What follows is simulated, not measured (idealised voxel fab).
This section sets out a process module, namely voxel ribs on slabs.
For reference, the cross-section in this document is cut, with width 210 nm and square cells of 5 nm.
Format of a cross-section: grid, square cells. Given as bands. Order: top down. Band: one or more rows of cells. Band: top and bottom heights (nm) first, top before bottom; then materials from left to right, widths in nm. "full width" marks a sole material filling the band edge to edge. "air" denotes empty space. Ref level 0: as-received wafer is one material below here. Bottom band extends down with no lower bound ("0 -> down"). You'd read "30..40" like this: the band's top row of cells is as wide as the first number, its bottom row is as wide as the second, and going down, every row changes width by the same amount as the row before did. Step note "all unchanged" = no cross-section cell changed. Under "Enclosed voids" you'll find the enclosed gaps, the ones with no way out to the top, that are 8 cells or bigger; each reads width x height at distance, with distance counted from the left edge, everything in nm. Heads up: the bit after the settings on a step's line is the simulator's remark on that step. "overlay nm" denotes, for a step that has a mask, the displacement of the mask to the right of its planned place, with negative values corresponding to the left.

Listed below are the process steps as planned
- 1: op RECEIVE | material Si
- 2: op DIRECTIONAL_DEP | material SiO2 | thk nm 20
- 3: op DIRECTIONAL_DEP | material SiN | thk nm 20
- 4: op PATTERN | tone cover | mask id RIB | material resist | width nm 30 | thk nm 20 | overlay nm 0
- 5: op DIRECTIONAL_ETCH | etch materials SiN | depth nm 15
- 6: op STRIP | etch materials resist
- 7: op PATTERN | tone cover | mask id SLAB | material resist | width nm 90 | thk nm 20 | overlay nm 0
- 8: op DIRECTIONAL_ETCH | etch materials SiN | depth nm 5
- 9: op STRIP | etch materials resist
- 10: op FILL_DEP | material SiO2 | thk nm 15
- 11: op CMP | height nm 50
- 12: op DIRECTIONAL_DEP | material W | thk nm 5
- 13: op PATTERN | tone cover | mask id HEATER | material resist | width nm 40 | thk nm 20 | overlay nm 0
- 14: op DIRECTIONAL_ETCH | etch materials W | depth nm 5
- 15: op STRIP | etch materials resist
- 16: op CONFORMAL_DEP | material SiN | thk nm 5

As-received wafer cross-section (after step 1)
	0 -> down | Si full width
	Enclosed voids: none

What the wafer looks like in cross-section after this module, when it starts as shown above and follows the plan above but one mistake is made in running it
	55 -> 50 | 85 of air, then 40 of W, then 85 of air
	50 -> 40 | SiO2 full width
	40 -> 25 | 90 of SiO2, then 30 of SiN, then 90 of SiO2
	25 -> 20 | 60 of SiO2, then 90 of SiN, then 60 of SiO2
	20 -> 0 | SiO2 full width
	0 -> down | Si full width
	Enclosed voids: none
It is concluded that the wafer was processed incorrectly with respect to the plan, in that plan step 16: skipped, not run
